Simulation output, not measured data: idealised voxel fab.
Presented below is a process module, voxel self aligned vias.
FYI the section here is cut, 150 nm wide, cells are 5 nm squares.
Format of a cross-section: grid, square cells. Given as bands. Order: top down. Band: one or more rows of cells.
Band entry format. Leading values: height of top, height of bottom, nm. Remainder: materials in left-to-right order, each with its width in nm. Special words: "everywhere" on a single material, which then fills the band edge to edge; "air", empty space.
Height 0 is the level under which the wafer as received is all one material. The lowest band goes on downwards, as in "from 0 down".
Top row gets the first number, bottom row gets the second, and each row in between changes by the same step: that is how a band width like "30->40" works.
Take "nothing altered" at face value: in the step it is given for, the cross-section changed in none of its cells.
Reported under the label "Internal closed voids" are the empty spaces having no open way to the top and comprising 8 cells or more; the notation for each is width x height at distance, in which the distance is measured from the left edge and all three values are in nm.
Read whatever lies past the settings on a step's line as the simulator's own remark about the step.
A step's line can hold "overlay nm"; with a mask on that step, the setting says how far right of the planned place the mask lay, while a negative setting says it lay to the left.
Listed below are the process steps as planned:
| 1 | RECEIVE (material Si) |
| 2 | CONFORMAL_DEP (material SiO2; thk nm 10) |
| 3 | CONFORMAL_DEP (material SiCN; thk nm 5) |
| 4 | DIRECTIONAL_DEP (material lowk; thk nm 20) |
| 5 | DIRECTIONAL_DEP (material aC; thk nm 15) |
| 6 | PATTERN (tone open; mask id LINES; material resist; width nm 30; pitch nm 65; thk nm 30; overlay nm 0) |
| 7 | DIRECTIONAL_ETCH (etch materials aC; depth nm 15) |
| 8 | STRIP (etch materials resist) |
| 9 | DIRECTIONAL_ETCH (etch materials lowk; depth nm 20) |
| 10 | STRIP (etch materials aC) |
| 11 | CONFORMAL_DEP (material TiN; thk nm 5) |
| 12 | FILL_DEP (material Ru; thk nm 10) |
| 13 | CMP (height nm 35) |
| 14 | SELECTIVE_ETCH (etch materials W Ru TiN; depth nm 10) |
| 15 | FILL_DEP (material SiN; thk nm 10) |
| 16 | CMP (height nm 35) |
| 17 | DIRECTIONAL_DEP (material lowk; thk nm 20) |
| 18 | PATTERN (tone open; mask id VIAS; material resist; width nm 40; thk nm 20; overlay nm 0) |
| 19 | DIRECTIONAL_ETCH (etch materials lowk; depth nm 20) |
| 20 | DIRECTIONAL_ETCH (etch materials SiN; depth nm 10) |
| 21 | STRIP (etch materials resist) |
| 22 | CONFORMAL_DEP (material TiN; thk nm 5) |
| 23 | FILL_DEP (material Ru; thk nm 10) |
| 24 | CMP (height nm 55) |
| 25 | CONFORMAL_DEP (material SiN; thk nm 5) |
Cross-section, incoming material, after step 1:
from 0 down  Si everywhere
Internal closed voids: none
Cross-section, first of two wafers, end of module, run as planned:
from 60 to 55  SiN everywhere
from 55 to 40  lowk=20, then TiN=5, then Ru=30, then TiN=5, then lowk=90
from 40 to 35  lowk=20, then TiN=10, then Ru=20, then TiN=10, then lowk=90
from 35 to 30  lowk=25, then TiN=5, then Ru=20, then TiN=5, then lowk=35, then SiN=30, then lowk=30
from 30 to 25  lowk=25, then TiN=30, then lowk=35, then SiN=30, then lowk=30
from 25 to 20  lowk=25, then TiN=5, then Ru=20, then TiN=5, then lowk=35, then TiN=5, then Ru=20, then TiN=5, then lowk=30
from 20 to 15  lowk=25, then TiN=30, then lowk=35, then TiN=30, then lowk=30
from 15 to 10  SiCN everywhere
from 10 to 0  SiO2 everywhere
from 0 down  Si everywhere
Internal closed voids: none
Second wafer of the two, sectioned at the end of the module. It began like the first and followed the same plan, but one mistake was made while running it:
from 60 to 55  SiN everywhere
from 55 to 50  Ru everywhere
from 50 to 45  TiN=25, then Ru=30, then TiN=95
from 45 to 35  lowk=20, then TiN=5, then Ru=30, then TiN=5, then lowk=90
from 35 to 30  lowk=20, then TiN=5, then Ru=30, then TiN=5, then lowk=30, then SiN=30, then lowk=30
from 30 to 25  lowk=20, then TiN=40, then lowk=30, then SiN=30, then lowk=30
from 25 to 20  lowk=25, then TiN=5, then Ru=20, then TiN=5, then lowk=35, then TiN=5, then Ru=20, then TiN=5, then lowk=30
from 20 to 15  lowk=25, then TiN=30, then lowk=35, then TiN=30, then lowk=30
from 15 to 10  SiCN everywhere
from 10 to 0  SiO2 everywhere
from 0 down  Si everywhere
Internal closed voids: none
Against the plan, the run slipped here: rather than as planned, step 17 actually ran as DIRECTIONAL_DEP (material lowk; thk nm 10)
Looking at both finished wafers in cells, the second ends up ahead of or behind the first on some materials: 28 more of Ru; 20 more of TiN; 48 fewer of lowk
